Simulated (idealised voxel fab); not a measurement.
Process module, titled voxel gate over fins
Shown is cross-section cut, with a width of 250 nm and square cells of size 5 nm.
If you're reading a cross-section in this doc, picture square cells in a grid; it comes to you as bands, top ones listed first down to the bottom, and a band can be one or more rows of cells. It is stipulated that each band's entry specify, in nanometres, the height of the top of the band and then that of its bottom, followed by the materials of the band in left-to-right sequence, each together with its width in nanometres. A single material marked by the word "all across" is understood to fill the band from edge to edge; the word "blank" is understood to denote empty space. Beneath 0, the wafer as received is one material, and that level is where height counting begins. The lowest band goes on downward without a bottom; it is written like "z 0 and below". Note: "30 to 40" means the width goes from the first number (top row of the band) to the second number (bottom row) in equal steps per row of cells. When a step is marked "nothing altered", none of the cells in the cross-section changed during that step. Entry "Tabulated closed voids". Content: empty spaces with no open connection to the top, size 8 cells or greater. Each: width x height at distance. Distance: from left edge. Unit: nm. It should be noted that, on the line of a given step, the content following the step's settings is a remark produced by the simulator itself with respect to that step. overlay nm, on a step with a mask: how far to the right of its planned place the mask lay; to the left if negative.

These are the steps we planned for the process:
- 1: RECEIVE (material Si)
- 2: CONFORMAL_DEP (material SiN; thk nm 10)
- 3: DIRECTIONAL_DEP (material aC; thk nm 15)
- 4: PATTERN (tone cover; mask id FINS; material resist; width nm 15; pitch nm 35; thk nm 30; overlay nm 0)
- 5: DIRECTIONAL_ETCH (etch materials aC; depth nm 15)
- 6: STRIP (etch materials resist)
- 7: DIRECTIONAL_ETCH (etch materials SiN; depth nm 10)
- 8: DIRECTIONAL_ETCH (etch materials Si; depth nm 40)
- 9: STRIP (etch materials aC)
- 10: FILL_DEP (material SiO2; thk nm 15)
- 11: CMP (height nm 10)
- 12: SELECTIVE_ETCH (etch materials SiO2; depth nm 25)
- 13: STRIP (etch materials SiN)
- 14: CONFORMAL_DEP (material HfO2; thk nm 5)
- 15: CONFORMAL_DEP (material TiN; thk nm 5)
- 16: CONFORMAL_DEP (material TiAl; thk nm 5)
- 17: CONFORMAL_DEP (material TiN; thk nm 5)
- 18: FILL_DEP (material W; thk nm 15)
- 19: CMP (height nm 30)
- 20: CONFORMAL_DEP (material SiN; thk nm 5)

Shown in cross-section is the wafer as received, that is, as it stands after step 1:
  z 0 and below = Si all across
  Tabulated closed voids: none

Below is the wafer in cross-section after the module was completed. It began from the starting point shown above and followed the plan shown above, except that one mistake was made while running it:
  z 35 to 30 = SiN all across
  z 30 to 20 = W all across
  z 20 to 15 = TiN all across
  z 15 to 10 = TiAl all across
  z 10 to 5 = TiN all across
  z 5 to 0 = HfO2 (105) | TiN (5) | HfO2 (30) | TiN (5) | HfO2 (105)
  z 0 to -10 = Si (100) | HfO2 (5) | TiN (5) | HfO2 (5) | Si (20) | HfO2 (5) | TiN (5) | HfO2 (5) | Si (100)
  z -10 to -15 = Si (100) | HfO2 (15) | Si (20) | HfO2 (15) | Si (100)
  z -15 to -40 = Si (100) | SiO2 (15) | Si (20) | SiO2 (15) | Si (100)
  z -40 and below = Si all across
  Tabulated closed voids: none
Want to know what went wrong? step 4, actual vs plan mismatch, actual run PATTERN (tone open; mask id FINS; material resist; width nm 15; pitch nm 35; thk nm 30; overlay nm 0)
